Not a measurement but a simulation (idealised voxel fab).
process module | voxel wiring stack
cross-section cut | 220 nm wide | cells 5 nm
A cross-section is a grid of square cells, given in bands from the top down. A band is one or more rows of cells.
Each band's line starts with the height of the band's top and of its bottom, in nm. Then come its materials from left to right, each with its width in nm. One material with "throughout" fills the band from edge to edge. "air" is empty space.
Height 0 is the level under which the wafer as received is all one material. The lowest band goes on downwards, as in "0 down".
A width such as "30 to 40" changes by the same amount from each row of cells to the next, from the band's top row to its bottom row.
"no change" after a step means that no cell of the cross-section changed.
closed voids: empty space of 8 cells or more with no open way to the top, each as width x height at its distance from the left edge, in nm
after a step's settings: what the simulator itself notes on the step
overlay nm, on a step with a mask: how far to the right of its planned place the mask lay; to the left if negative
Each pair below shows a cross-section before one step and the cross-section after it, down to the lowest band that changed. The line under each pair gives the step between them, with its settings. The pairs can come from different runs of this module on the same starting wafer, so a pair continues from the pair above only where its "before" says so.
before
  165 to 150: lowk 75 | air 25 | lowk 20 | air 25 | lowk 75
  150 to 135: lowk throughout
  135 to 130: SiCN throughout
  130 to 120: SiO2 75 | TiN 5 | Cu 15 | TiN 5 | SiO2 20 | TiN 5 | Cu 15 | TiN 5 | SiO2 75
  120 to 115: SiO2 75 | TiN 5 | Cu 5 | TiN 15 | SiO2 20 | TiN 25 | SiO2 75
  115 to 100: SiO2 75 | TiN 5 | Cu 5 | TiN 5 | SiO2 130
  100 to 95: SiCN 75 | TiN 15 | SiCN 130
  95 to 90: SiCN 60 | Ru 35 | SiCN 10 | Ru 35 | SiCN 80
  90 to 70: lowk 65 | TiN 5 | Cu 15 | TiN 5 | lowk 20 | TiN 5 | Cu 15 | TiN 5 | lowk 85
  70 to 65: SiCN 65 | TiN 25 | SiCN 20 | TiN 25 | SiCN 85
  65 to 45: lowk 75 | TiN 5 | Cu 5 | TiN 5 | lowk 130
  45 to 40: SiCN 75 | TiN 15 | SiCN 130
  40 to 35: SiCN 70 | Ru 35 | SiCN 10 | Ru 35 | SiCN 70
  35 to 20: lowk 75 | TiN 5 | Cu 15 | TiN 5 | lowk 20 | TiN 5 | Cu 15 | TiN 5 | lowk 75
  20 to 15: SiCN 75 | TiN 25 | SiCN 20 | TiN 25 | SiCN 75
  15 to 0: SiO2 throughout
  0 down: Si throughout
  closed voids: none
after
  180 to 165: resist 75 | air 15 | resist 30 | air 15 | resist 85
  165 to 150: lowk 75 | air 15 | resist 10 | lowk 20 | air 15 | resist 10 | lowk 75
  below 150: unchanged
  closed voids: none
the step between: op PATTERN | tone open | mask id METAL_4_HOLES | material resist | width nm 15 | pitch nm 45 | thk nm 15 | overlay nm 0
before: the cross-section after the pair above
after
  180 to 165: resist 75 | air 15 | resist 30 | air 15 | resist 85
  165 to 150: lowk 75 | air 15 | resist 10 | lowk 20 | air 15 | resist 10 | lowk 75
  150 to 135: lowk 75 | air 15 | lowk 30 | air 15 | lowk 85
  below 135: unchanged
  closed voids: none
the step between: op DIRECTIONAL_ETCH | etch materials lowk | depth nm 15
before: the cross-section after the pair above
after
  180 to 165: resist 75 | air 15 | resist 30 | air 15 | resist 85
  165 to 150: lowk 75 | air 15 | resist 10 | lowk 20 | air 15 | resist 10 | lowk 75
  150 to 135: lowk 75 | air 15 | lowk 30 | air 15 | lowk 85
  135 to 130: SiCN 75 | air 15 | SiCN 30 | air 15 | SiCN 85
  below 130: unchanged
  closed voids: none
the step between: op DIRECTIONAL_ETCH | etch materials SiCN | depth nm 5
before: the cross-section after the pair above
after
  165 to 150: lowk 75 | air 25 | lowk 20 | air 25 | lowk 75
  below 150: unchanged
  closed voids: none
the step between: op STRIP | etch materials resist
before: the cross-section after the pair above
after
  170 to 165: TiN 80 | air 15 | TiN 30 | air 15 | TiN 80
  165 to 155: lowk 75 | TiN 5 | air 15 | TiN 5 | lowk 20 | TiN 5 | air 15 | TiN 5 | lowk 75
  155 to 150: lowk 75 | TiN 5 | air 5 | TiN 15 | lowk 20 | TiN 5 | air 5 | TiN 15 | lowk 75
  150 to 135: lowk 75 | TiN 5 | air 5 | TiN 5 | lowk 30 | TiN 5 | air 5 | TiN 5 | lowk 85
  135 to 130: SiCN 75 | TiN 15 | SiCN 30 | TiN 15 | SiCN 85
  below 130: unchanged
  closed voids: none
the step between: op CONFORMAL_DEP | material TiN | thk nm 5
before: the cross-section after the pair above
after
  175 to 170: Cu throughout
  170 to 165: TiN 80 | Cu 15 | TiN 30 | Cu 15 | TiN 80
  165 to 155: lowk 75 | TiN 5 | Cu 15 | TiN 5 | lowk 20 | TiN 5 | Cu 15 | TiN 5 | lowk 75
  155 to 150: lowk 75 | TiN 5 | Cu 5 | TiN 15 | lowk 20 | TiN 5 | Cu 5 | TiN 15 | lowk 75
  150 to 135: lowk 75 | TiN 5 | Cu 5 | TiN 5 | lowk 30 | TiN 5 | Cu 5 | TiN 5 | lowk 85
  below 135: unchanged
  closed voids: none
the step between: op FILL_DEP | material Cu | thk nm 5
before: the cross-section after the pair above
after
  165 to 155: lowk 75 | TiN 5 | Cu 15 | TiN 5 | lowk 20 | TiN 5 | Cu 15 | TiN 5 | lowk 75
  below 155: unchanged
  closed voids: none
the step between: op CMP | height nm 165
before: the cross-section after the pair above
after
  170 to 165: SiCN throughout
  below 165: unchanged
  closed voids: none
the step between: op CONFORMAL_DEP | material SiCN | thk nm 5
before
  130 to 120: SiO2 75 | TiN 5 | Cu 15 | TiN 5 | SiO2 20 | TiN 5 | Cu 15 | TiN 5 | SiO2 75
  120 to 115: SiO2 75 | TiN 5 | Cu 5 | TiN 15 | SiO2 20 | TiN 25 | SiO2 75
  115 to 100: SiO2 75 | TiN 5 | Cu 5 | TiN 5 | SiO2 130
  100 to 95: SiCN 75 | TiN 15 | SiCN 130
  95 to 90: SiCN 70 | Ru 35 | SiCN 10 | Ru 35 | SiCN 70
  90 to 70: lowk 75 | TiN 5 | Cu 15 | TiN 5 | lowk 20 | TiN 5 | Cu 15 | TiN 5 | lowk 75
  70 to 65: SiCN 75 | TiN 25 | SiCN 20 | TiN 25 | SiCN 75
  65 to 45: lowk 75 | TiN 5 | Cu 5 | TiN 5 | lowk 130
  45 to 40: SiCN 75 | TiN 15 | SiCN 130
  40 to 35: SiCN 70 | Ru 35 | SiCN 10 | Ru 35 | SiCN 70
  35 to 20: lowk 75 | TiN 5 | Cu 15 | TiN 5 | lowk 20 | TiN 5 | Cu 15 | TiN 5 | lowk 75
  20 to 15: SiCN 75 | TiN 25 | SiCN 20 | TiN 25 | SiCN 75
  15 to 0: SiO2 throughout
  0 down: Si throughout
  closed voids: none
after
  135 to 130: SiO2 throughout
  below 130: unchanged
  closed voids: none
the step between: op CONFORMAL_DEP | material SiO2 | thk nm 5
before: the cross-section after the pair above
after
  165 to 135: lowk throughout
  below 135: unchanged
  closed voids: none
the step between: op DIRECTIONAL_DEP | material lowk | thk nm 30
before: the cross-section after the pair above
after
  180 to 165: resist 75 | air 25 | resist 20 | air 25 | resist 75
  below 165: unchanged
  closed voids: none
the step between: op PATTERN | tone open | mask id METAL_4 | material resist | width nm 25 | pitch nm 45 | thk nm 15 | overlay nm 0
before: the cross-section after the pair above
after
  180 to 165: resist 75 | air 25 | resist 20 | air 25 | resist 75
  165 to 150: lowk 75 | air 25 | lowk 20 | air 25 | lowk 75
  below 150: unchanged
  closed voids: none
the step between: op DIRECTIONAL_ETCH | etch materials lowk | depth nm 15
before: the cross-section after the pair above
after
  165 to 150: lowk 75 | air 25 | lowk 20 | air 25 | lowk 75
  below 150: unchanged
  closed voids: none
the step between: op STRIP | etch materials resist
before: the cross-section after the pair above
after
  180 to 165: resist 75 | air 15 | resist 30 | air 15 | resist 85
  165 to 150: lowk 75 | air 15 | resist 10 | lowk 20 | air 15 | resist 10 | lowk 75
  below 150: unchanged
  closed voids: none
the step between: op PATTERN | tone open | mask id METAL_4_HOLES | material resist | width nm 15 | pitch nm 45 | thk nm 15 | overlay nm 0
before: the cross-section after the pair above
after
  180 to 165: resist 75 | air 15 | resist 30 | air 15 | resist 85
  165 to 150: lowk 75 | air 15 | resist 10 | lowk 20 | air 15 | resist 10 | lowk 75
  150 to 135: lowk 75 | air 15 | lowk 30 | air 15 | lowk 85
  below 135: unchanged
  closed voids: none
the step between: op DIRECTIONAL_ETCH | etch materials lowk | depth nm 15
before: the cross-section after the pair above
after
  165 to 150: lowk 75 | air 25 | lowk 20 | air 25 | lowk 75
  below 150: unchanged
  closed voids: none
the step between: op STRIP | etch materials resist
before: the cross-section after the pair above
after
  170 to 165: TiN 80 | air 15 | TiN 30 | air 15 | TiN 80
  165 to 155: lowk 75 | TiN 5 | air 15 | TiN 5 | lowk 20 | TiN 5 | air 15 | TiN 5 | lowk 75
  155 to 150: lowk 75 | TiN 5 | air 5 | TiN 15 | lowk 20 | TiN 5 | air 5 | TiN 15 | lowk 75
  150 to 140: lowk 75 | TiN 5 | air 5 | TiN 5 | lowk 30 | TiN 5 | air 5 | TiN 5 | lowk 85
  140 to 135: lowk 75 | TiN 15 | lowk 30 | TiN 15 | lowk 85
  below 135: unchanged
  closed voids: none
the step between: op CONFORMAL_DEP | material TiN | thk nm 5
before: the cross-section after the pair above
after
  175 to 170: Cu throughout
  170 to 165: TiN 80 | Cu 15 | TiN 30 | Cu 15 | TiN 80
  165 to 155: lowk 75 | TiN 5 | Cu 15 | TiN 5 | lowk 20 | TiN 5 | Cu 15 | TiN 5 | lowk 75
  155 to 150: lowk 75 | TiN 5 | Cu 5 | TiN 15 | lowk 20 | TiN 5 | Cu 5 | TiN 15 | lowk 75
  150 to 140: lowk 75 | TiN 5 | Cu 5 | TiN 5 | lowk 30 | TiN 5 | Cu 5 | TiN 5 | lowk 85
  below 140: unchanged
  closed voids: none
the step between: op FILL_DEP | material Cu | thk nm 5
before: the cross-section after the pair above
after
  165 to 155: lowk 75 | TiN 5 | Cu 15 | TiN 5 | lowk 20 | TiN 5 | Cu 15 | TiN 5 | lowk 75
  below 155: unchanged
  closed voids: none
the step between: op CMP | height nm 165
before: the cross-section after the pair above
after
  170 to 165: SiCN throughout
  below 165: unchanged
  closed voids: none
the step between: op CONFORMAL_DEP | material SiCN | thk nm 5
before
  35 to 20: lowk throughout
  20 to 15: SiCN throughout
  15 to 0: SiO2 throughout
  0 down: Si throughout
  closed voids: none
after
  50 to 35: air 75 | resist 25 | air 20 | resist 25 | air 75
  below 35: unchanged
  closed voids: none
the step between: op PATTERN | tone cover | mask id METAL_1 | material resist | width nm 25 | pitch nm 45 | thk nm 15 | overlay nm 0
before: the cross-section after the pair above
after
  50 to 35: air 75 | resist 25 | air 20 | resist 25 | air 75
  35 to 20: air 75 | lowk 25 | air 20 | lowk 25 | air 75
  below 20: unchanged
  closed voids: none
the step between: op DIRECTIONAL_ETCH | etch materials lowk | depth nm 15
before: the cross-section after the pair above
after
  50 to 35: air 75 | resist 25 | air 20 | resist 25 | air 75
  35 to 20: air 75 | lowk 25 | air 20 | lowk 25 | air 75
  20 to 15: air 75 | SiCN 25 | air 20 | SiCN 25 | air 75
  below 15: unchanged
  closed voids: none
the step between: op DIRECTIONAL_ETCH | etch materials SiCN | depth nm 5
before: the cross-section after the pair above
after
  35 to 20: air 75 | lowk 25 | air 20 | lowk 25 | air 75
  below 20: unchanged
  closed voids: none
the step between: op STRIP | etch materials resist
before: the cross-section after the pair above
after
  40 to 35: air 70 | TiN 35 | air 10 | TiN 35 | air 70
  35 to 20: air 70 | TiN 5 | lowk 25 | TiN 5 | air 10 | TiN 5 | lowk 25 | TiN 5 | air 70
  20 to 15: TiN 75 | SiCN 25 | TiN 20 | SiCN 25 | TiN 75
  below 15: unchanged
  closed voids: none
the step between: op CONFORMAL_DEP | material TiN | thk nm 5
before: the cross-section after the pair above
after
  50 to 40: Cu throughout
  40 to 35: Cu 70 | TiN 35 | Cu 10 | TiN 35 | Cu 70
  35 to 20: Cu 70 | TiN 5 | lowk 25 | TiN 5 | Cu 10 | TiN 5 | lowk 25 | TiN 5 | Cu 70
  below 20: unchanged
  closed voids: none
the step between: op FILL_DEP | material Cu | thk nm 10
before: the cross-section after the pair above
after
  35 to 20: Cu 70 | TiN 5 | lowk 25 | TiN 5 | Cu 10 | TiN 5 | lowk 25 | TiN 5 | Cu 70
  below 20: unchanged
  closed voids: none
the step between: op CMP | height nm 35
before: the cross-section after the pair above
after
  40 to 35: Ru 80 | air 15 | Ru 30 | air 15 | Ru 80
  below 35: unchanged
  closed voids: none
the step between: op EPI | material Ru | thk nm 5
before: the cross-section after the pair above
after
  45 to 40: SiCN throughout
  40 to 35: Ru 80 | SiCN 15 | Ru 30 | SiCN 15 | Ru 80
  below 35: unchanged
  closed voids: none
the step between: op FILL_DEP | material SiCN | thk nm 5
before: the cross-section after the pair above
after
  65 to 45: lowk throughout
  below 45: unchanged
  closed voids: none
the step between: op DIRECTIONAL_DEP | material lowk | thk nm 20
before: the cross-section after the pair above
after
  85 to 65: resist 75 | air 15 | resist 130
  below 65: unchanged
  closed voids: none
the step between: op PATTERN | tone open | mask id PLUG_1 | material resist | width nm 15 | thk nm 20 | overlay nm 0
before: the cross-section after the pair above
after
  85 to 65: resist 75 | air 15 | resist 130
  65 to 45: lowk 75 | air 15 | lowk 130
  below 45: unchanged
  closed voids: none
the step between: op DIRECTIONAL_ETCH | etch materials lowk | depth nm 20
before: the cross-section after the pair above
after
  85 to 65: resist 75 | air 15 | resist 130
  65 to 45: lowk 75 | air 15 | lowk 130
  45 to 40: SiCN 75 | air 15 | SiCN 130
  below 40: unchanged
  closed voids: none
the step between: op DIRECTIONAL_ETCH | etch materials SiCN | depth nm 5
before: the cross-section after the pair above
after
  65 to 45: lowk 75 | air 15 | lowk 130
  below 45: unchanged
  closed voids: none
the step between: op STRIP | etch materials resist
before: the cross-section after the pair above
after
  70 to 65: TiN 80 | air 5 | TiN 135
  65 to 45: lowk 75 | TiN 5 | air 5 | TiN 5 | lowk 130
  45 to 40: SiCN 75 | TiN 15 | SiCN 130
  below 40: unchanged
  closed voids: none
the step between: op CONFORMAL_DEP | material TiN | thk nm 5
before: the cross-section after the pair above
after
  80 to 70: Cu throughout
  70 to 65: TiN 80 | Cu 5 | TiN 135
  65 to 45: lowk 75 | TiN 5 | Cu 5 | TiN 5 | lowk 130
  below 45: unchanged
  closed voids: none
the step between: op FILL_DEP | material Cu | thk nm 10
before: the cross-section after the pair above
after
  65 to 45: lowk 75 | TiN 5 | Cu 5 | TiN 5 | lowk 130
  below 45: unchanged
  closed voids: none
the step between: op CMP | height nm 65
before: the cross-section after the pair above
after
  70 to 65: SiCN throughout
  below 65: unchanged
  closed voids: none
the step between: op CONFORMAL_DEP | material SiCN | thk nm 5
before: the cross-section after the pair above
after
  90 to 70: lowk throughout
  below 70: unchanged
  closed voids: none
the step between: op DIRECTIONAL_DEP | material lowk | thk nm 20
before: the cross-section after the pair above
after
  105 to 90: resist 75 | air 25 | resist 20 | air 25 | resist 75
  below 90: unchanged
  closed voids: none
the step between: op PATTERN | tone open | mask id METAL_2 | material resist | width nm 25 | pitch nm 45 | thk nm 15 | overlay nm 0
before: the cross-section after the pair above
after
  105 to 90: resist 75 | air 25 | resist 20 | air 25 | resist 75
  90 to 70: lowk 75 | air 25 | lowk 20 | air 25 | lowk 75
  below 70: unchanged
  closed voids: none
the step between: op DIRECTIONAL_ETCH | etch materials lowk | depth nm 20
before: the cross-section after the pair above
after
  105 to 90: resist 75 | air 25 | resist 20 | air 25 | resist 75
  90 to 70: lowk 75 | air 25 | lowk 20 | air 25 | lowk 75
  70 to 65: SiCN 75 | air 25 | SiCN 20 | air 25 | SiCN 75
  below 65: unchanged
  closed voids: none
the step between: op DIRECTIONAL_ETCH | etch materials SiCN | depth nm 5
before: the cross-section after the pair above
after
  90 to 70: lowk 75 | air 25 | lowk 20 | air 25 | lowk 75
  below 70: unchanged
  closed voids: none
the step between: op STRIP | etch materials resist
before: the cross-section after the pair above
after
  95 to 90: TiN 80 | air 15 | TiN 30 | air 15 | TiN 80
  90 to 70: lowk 75 | TiN 5 | air 15 | TiN 5 | lowk 20 | TiN 5 | air 15 | TiN 5 | lowk 75
  70 to 65: SiCN 75 | TiN 25 | SiCN 20 | TiN 25 | SiCN 75
  below 65: unchanged
  closed voids: none
the step between: op CONFORMAL_DEP | material TiN | thk nm 5
before: the cross-section after the pair above
after
  100 to 95: Cu throughout
  95 to 90: TiN 80 | Cu 15 | TiN 30 | Cu 15 | TiN 80
  90 to 70: lowk 75 | TiN 5 | Cu 15 | TiN 5 | lowk 20 | TiN 5 | Cu 15 | TiN 5 | lowk 75
  below 70: unchanged
  closed voids: none
the step between: op FILL_DEP | material Cu | thk nm 5
before: the cross-section after the pair above
after
  90 to 70: lowk 75 | TiN 5 | Cu 15 | TiN 5 | lowk 20 | TiN 5 | Cu 15 | TiN 5 | lowk 75
  below 70: unchanged
  closed voids: none
the step between: op CMP | height nm 90
before: the cross-section after the pair above
after
  95 to 90: air 70 | Ru 35 | air 10 | Ru 35 | air 70
  below 90: unchanged
  closed voids: none
the step between: op EPI | material Ru | thk nm 5
before: the cross-section after the pair above
after
  100 to 95: SiCN throughout
  95 to 90: SiCN 70 | Ru 35 | SiCN 10 | Ru 35 | SiCN 70
  below 90: unchanged
  closed voids: none
the step between: op FILL_DEP | material SiCN | thk nm 5
before: the cross-section after the pair above
after
  130 to 100: SiO2 throughout
  below 100: unchanged
  closed voids: none
the step between: op DIRECTIONAL_DEP | material SiO2 | thk nm 30
before: the cross-section after the pair above
after
  150 to 130: resist 75 | air 15 | resist 130
  below 130: unchanged
  closed voids: none
the step between: op PATTERN | tone open | mask id METAL_3_HOLES | material resist | width nm 15 | thk nm 20 | overlay nm 0
before: the cross-section after the pair above
after
  150 to 130: resist 75 | air 15 | resist 130
  130 to 100: SiO2 75 | air 15 | SiO2 130
  below 100: unchanged
  closed voids: none
the step between: op DIRECTIONAL_ETCH | etch materials SiO2 | depth nm 30
before: the cross-section after the pair above
after
  130 to 100: SiO2 75 | air 15 | SiO2 130
  below 100: unchanged
  closed voids: none
the step between: op STRIP | etch materials resist
before: the cross-section after the pair above
after
  150 to 130: resist 75 | air 25 | resist 20 | air 25 | resist 75
  below 130: unchanged
  closed voids: none
the step between: op PATTERN | tone open | mask id METAL_3 | material resist | width nm 25 | pitch nm 45 | thk nm 20 | overlay nm 0
before: the cross-section after the pair above
after
  150 to 130: resist 75 | air 25 | resist 20 | air 25 | resist 75
  130 to 115: SiO2 75 | air 25 | SiO2 20 | air 25 | SiO2 75
  below 115: unchanged
  closed voids: none
the step between: op DIRECTIONAL_ETCH | etch materials SiO2 | depth nm 15
before: the cross-section after the pair above
after
  150 to 130: resist 75 | air 25 | resist 20 | air 25 | resist 75
  130 to 115: SiO2 75 | air 25 | SiO2 20 | air 25 | SiO2 75
  115 to 100: SiO2 75 | air 15 | SiO2 130
  100 to 95: SiCN 75 | air 15 | SiCN 130
  below 95: unchanged
  closed voids: none
the step between: op DIRECTIONAL_ETCH | etch materials SiCN | depth nm 5
before: the cross-section after the pair above
after
  130 to 115: SiO2 75 | air 25 | SiO2 20 | air 25 | SiO2 75
  below 115: unchanged
  closed voids: none
the step between: op STRIP | etch materials resist
before: the cross-section after the pair above
after
  135 to 130: TiN 80 | air 15 | TiN 30 | air 15 | TiN 80
  130 to 120: SiO2 75 | TiN 5 | air 15 | TiN 5 | SiO2 20 | TiN 5 | air 15 | TiN 5 | SiO2 75
  120 to 115: SiO2 75 | TiN 5 | air 5 | TiN 15 | SiO2 20 | TiN 25 | SiO2 75
  115 to 100: SiO2 75 | TiN 5 | air 5 | TiN 5 | SiO2 130
  100 to 95: SiCN 75 | TiN 15 | SiCN 130
  below 95: unchanged
  closed voids: none
the step between: op CONFORMAL_DEP | material TiN | thk nm 5
before: the cross-section after the pair above
after
  145 to 135: Cu throughout
  135 to 130: TiN 80 | Cu 15 | TiN 30 | Cu 15 | TiN 80
  130 to 120: SiO2 75 | TiN 5 | Cu 15 | TiN 5 | SiO2 20 | TiN 5 | Cu 15 | TiN 5 | SiO2 75
  120 to 115: SiO2 75 | TiN 5 | Cu 5 | TiN 15 | SiO2 20 | TiN 25 | SiO2 75
  115 to 100: SiO2 75 | TiN 5 | Cu 5 | TiN 5 | SiO2 130
  below 100: unchanged
  closed voids: none
the step between: op FILL_DEP | material Cu | thk nm 10
before: the cross-section after the pair above
after
  130 to 120: SiO2 75 | TiN 5 | Cu 15 | TiN 5 | SiO2 20 | TiN 5 | Cu 15 | TiN 5 | SiO2 75
  below 120: unchanged
  closed voids: none
the step between: op CMP | height nm 130
before: the cross-section after the pair above
after
  135 to 130: SiCN throughout
  below 130: unchanged
  closed voids: none
the step between: op CONFORMAL_DEP | material SiCN | thk nm 5
before: the cross-section after the pair above
after
  165 to 135: lowk throughout
  below 135: unchanged
  closed voids: none
the step between: op DIRECTIONAL_DEP | material lowk | thk nm 30
before: the cross-section after the pair above
after
  180 to 165: resist 75 | air 25 | resist 20 | air 25 | resist 75
  below 165: unchanged
  closed voids: none
the step between: op PATTERN | tone open | mask id METAL_4 | material resist | width nm 25 | pitch nm 45 | thk nm 15 | overlay nm 0
before: the cross-section after the pair above
after
  180 to 165: resist 75 | air 25 | resist 20 | air 25 | resist 75
  165 to 150: lowk 75 | air 25 | lowk 20 | air 25 | lowk 75
  below 150: unchanged
  closed voids: none
the step between: op DIRECTIONAL_ETCH | etch materials lowk | depth nm 15
before: the cross-section after the pair above
after
  165 to 150: lowk 75 | air 25 | lowk 20 | air 25 | lowk 75
  below 150: unchanged
  closed voids: none
the step between: op STRIP | etch materials resist
before: the cross-section after the pair above
after
  180 to 165: resist 75 | air 15 | resist 30 | air 15 | resist 85
  165 to 150: lowk 75 | air 15 | resist 10 | lowk 20 | air 15 | resist 10 | lowk 75
  below 150: unchanged
  closed voids: none
the step between: op PATTERN | tone open | mask id METAL_4_HOLES | material resist | width nm 15 | pitch nm 45 | thk nm 15 | overlay nm 0
before: the cross-section after the pair above
after
  180 to 165: resist 75 | air 15 | resist 30 | air 15 | resist 85
  165 to 150: lowk 75 | air 15 | resist 10 | lowk 20 | air 15 | resist 10 | lowk 75
  150 to 135: lowk 75 | air 15 | lowk 30 | air 15 | lowk 85
  below 135: unchanged
  closed voids: none
the step between: op DIRECTIONAL_ETCH | etch materials lowk | depth nm 15
before: the cross-section after the pair above
after
  180 to 165: resist 75 | air 15 | resist 30 | air 15 | resist 85
  165 to 150: lowk 75 | air 15 | resist 10 | lowk 20 | air 15 | resist 10 | lowk 75
  150 to 135: lowk 75 | air 15 | lowk 30 | air 15 | lowk 85
  135 to 130: SiCN 75 | air 15 | SiCN 30 | air 15 | SiCN 85
  below 130: unchanged
  closed voids: none
the step between: op DIRECTIONAL_ETCH | etch materials SiCN | depth nm 5
before: the cross-section after the pair above
after
  165 to 150: lowk 75 | air 25 | lowk 20 | air 25 | lowk 75
  below 150: unchanged
  closed voids: none
the step between: op STRIP | etch materials resist
before: the cross-section after the pair above
after
  170 to 165: TiN 80 | air 15 | TiN 30 | air 15 | TiN 80
  165 to 155: lowk 75 | TiN 5 | air 15 | TiN 5 | lowk 20 | TiN 5 | air 15 | TiN 5 | lowk 75
  155 to 150: lowk 75 | TiN 5 | air 5 | TiN 15 | lowk 20 | TiN 5 | air 5 | TiN 15 | lowk 75
  150 to 135: lowk 75 | TiN 5 | air 5 | TiN 5 | lowk 30 | TiN 5 | air 5 | TiN 5 | lowk 85
  135 to 130: SiCN 75 | TiN 15 | SiCN 30 | TiN 15 | SiCN 85
  below 130: unchanged
  closed voids: none
the step between: op CONFORMAL_DEP | material TiN | thk nm 5
before: the cross-section after the pair above
after
  175 to 170: Cu throughout
  170 to 165: TiN 80 | Cu 15 | TiN 30 | Cu 15 | TiN 80
  165 to 155: lowk 75 | TiN 5 | Cu 15 | TiN 5 | lowk 20 | TiN 5 | Cu 15 | TiN 5 | lowk 75
  155 to 150: lowk 75 | TiN 5 | Cu 5 | TiN 15 | lowk 20 | TiN 5 | Cu 5 | TiN 15 | lowk 75
  150 to 135: lowk 75 | TiN 5 | Cu 5 | TiN 5 | lowk 30 | TiN 5 | Cu 5 | TiN 5 | lowk 85
  below 135: unchanged
  closed voids: none
the step between: op FILL_DEP | material Cu | thk nm 5
before: the cross-section after the pair above
after
  165 to 155: lowk 75 | TiN 5 | Cu 15 | TiN 5 | lowk 20 | TiN 5 | Cu 15 | TiN 5 | lowk 75
  below 155: unchanged
  closed voids: none
the step between: op CMP | height nm 165
before: the cross-section after the pair above
after
  170 to 165: SiCN throughout
  below 165: unchanged
  closed voids: none
the step between: op CONFORMAL_DEP | material SiCN | thk nm 5
